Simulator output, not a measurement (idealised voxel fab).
process module | voxel plated lines
cross-section cut | 230 nm wide | cells 5 nm
A cross-section is a grid of square cells, given in bands from the top down. A band is one or more rows of cells.
Each band's line starts with the height of the band's top and of its bottom, in nm. Then come its materials from left to right, each with its width in nm. One material with "throughout" fills the band from edge to edge. "air" is empty space.
Height 0 is the level under which the wafer as received is all one material. The lowest band goes on downwards, as in "0 down".
A width such as "30 to 40" changes by the same amount from each row of cells to the next, from the band's top row to its bottom row.
"no change" after a step means that no cell of the cross-section changed.
closed voids: empty space of 8 cells or more with no open way to the top, each as width x height at its distance from the left edge, in nm
after a step's settings: what the simulator itself notes on the step
overlay nm, on a step with a mask: how far to the right of its planned place the mask lay; to the left if negative
plan
1 op RECEIVE | material Si
2 op CONFORMAL_DEP | material Al2O3 | thk nm 5
3 op DIRECTIONAL_DEP | material TiN | thk nm 5
4 op PATTERN | tone open | mask id LINES | material resist | width nm 20 | pitch nm 45 | thk nm 35 | overlay nm -15
5 op EPI | material Ru | thk nm 10
6 op EPI | material Ru | thk nm 5
7 op EPI | material Ru | thk nm 5
8 op STRIP | etch materials resist
9 op DIRECTIONAL_ETCH | etch materials TiN | depth nm 5
10 op CONFORMAL_DEP | material SiO2 | thk nm 5
varied across the wafers: overlay nm of step 4. The plan shows the first wafer's value. All wafers start alike
first wafer as received, after step 1
  0 down: Si throughout
  closed voids: none
each wafer at the end: cells of each material gained (+) or lost (-) since it was received, then its closed voids
overlay nm -15 | +46 Al2O3 | +64 Ru | +86 SiO2 | +16 TiN | closed voids: none
overlay nm -10 | +46 Al2O3 | +64 Ru | +86 SiO2 | +16 TiN | closed voids: none
overlay nm -5 | +46 Al2O3 | +64 Ru | +86 SiO2 | +16 TiN | closed voids: none
overlay nm 0 | +46 Al2O3 | +64 Ru | +86 SiO2 | +16 TiN | closed voids: none
overlay nm 5 | +46 Al2O3 | +64 Ru | +86 SiO2 | +16 TiN | closed voids: none
overlay nm 10 | +46 Al2O3 | +64 Ru | +86 SiO2 | +16 TiN | closed voids: none
overlay nm 15 | +46 Al2O3 | +64 Ru | +86 SiO2 | +16 TiN | closed voids: none
